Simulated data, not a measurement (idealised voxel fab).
The following process module bears the name voxel air gaps.
It is cross-section cut that appears here, measuring 150 nm in width, its square cells being 5 nm in size.
If you're reading a cross-section in this doc, picture square cells in a grid; it comes to you as bands, top ones listed first down to the bottom, and a band can be one or more rows of cells.
Quick guide to a band line: top height, bottom height (nm) up front; then every material left to right with its width in nm. Only one material and it's marked "all across"? Then it fills the band edge to edge. And "empty" just means empty space.
Beneath 0, the wafer as received is one material, and that level is where height counting begins. The lowest band goes on downward without a bottom; it is written like "0 down".
A width such as "30->40" changes by the same amount from each row of cells to the next, from the band's top row to its bottom row.
A step reported as "no alterations made" is a step in which no cell of the cross-section changed.
Empty spaces counting at least 8 cells and having no open way to the top are listed in "Enclosed cavities". The notation width x height at distance is used for each, the distance being from the left edge and all three values in nm.
Post-settings text on a step line: simulator's own remark regarding the step.
If you see "overlay nm" on a step's line and that step has a mask, it's telling you how far right of where it was planned the mask ended up; a negative number means it went left instead.

Intended process steps
1 RECEIVE [material Si]
2 CONFORMAL_DEP [material SiO2] [thk nm 15]
3 CONFORMAL_DEP [material SiN] [thk nm 5]
4 DIRECTIONAL_DEP [material SiO2] [thk nm 35]
5 MASKED_ETCH [tone open] [mask id LINES] [width nm 20] [pitch nm 45] [etch materials SiO2] [depth nm 35] [overlay nm 0]
6 CONFORMAL_DEP [material TiN] [thk nm 5]
7 FILL_DEP [material Ru] [thk nm 5]
8 CMP [height nm 55]
9 EPI [material Ru] [thk nm 10]
10 SELECTIVE_ETCH [etch materials SiO2] [depth nm 45]
11 CONFORMAL_DEP [material SiN] [thk nm 5]

Here's what the wafer looked like in cross-section when it arrived - that's after step 1
0 down | Si all across
Enclosed cavities: none

First wafer of two, sectioned at end of module; run went per plan
70 to 65 | empty 5 | SiN 140 | empty 5
65 to 55 | empty 5 | SiN 5 | Ru 40 | SiN 5 | Ru 40 | SiN 5 | Ru 40 | SiN 5 | empty 5
55 to 50 | empty 5 | SiN 15 | TiN 5 | Ru 10 | TiN 5 | SiN 25 | TiN 5 | Ru 10 | TiN 5 | SiN 25 | TiN 5 | Ru 10 | TiN 5 | SiN 15 | empty 5
50 to 25 | empty 15 | SiN 5 | TiN 5 | Ru 10 | TiN 5 | SiN 5 | empty 15 | SiN 5 | TiN 5 | Ru 10 | TiN 5 | SiN 5 | empty 15 | SiN 5 | TiN 5 | Ru 10 | TiN 5 | SiN 5 | empty 15
25 to 20 | SiN 20 | TiN 20 | SiN 25 | TiN 20 | SiN 25 | TiN 20 | SiN 20
20 to 15 | SiN all across
15 to 0 | SiO2 all across
0 down | Si all across
Enclosed cavities: 15 x 25 at 45; 15 x 25 at 90

second wafer at the end: like start, like plan, one mistake
70 to 65 | SiN all across
65 to 55 | SiN 5 | Ru 140 | SiN 5
55 to 50 | SiN 15 | TiN 5 | Ru 20 | TiN 5 | SiO2 15 | TiN 5 | Ru 20 | TiN 5 | SiO2 15 | TiN 5 | Ru 20 | TiN 5 | SiN 15
50 to 25 | empty 10 | SiN 5 | TiN 5 | Ru 20 | TiN 5 | SiO2 15 | TiN 5 | Ru 20 | TiN 5 | SiO2 15 | TiN 5 | Ru 20 | TiN 5 | SiN 5 | empty 10
25 to 20 | SiN 15 | TiN 30 | SiO2 15 | TiN 30 | SiO2 15 | TiN 30 | SiN 15
20 to 15 | SiN all across
15 to 0 | SiO2 all across
0 down | Si all across
Enclosed cavities: 10 x 25 at 0; 10 x 25 at 140
Error vs. plan: contrary to plan, step 5 was performed as MASKED_ETCH [tone open] [mask id LINES] [width nm 30] [pitch nm 45] [etch materials SiO2] [depth nm 35] [overlay nm 0]
Looking at both finished wafers in cells, the second ends up ahead of or behind the first on some materials: 44 more of Ru | 44 fewer of SiN | 42 more of SiO2 | 6 more of TiN
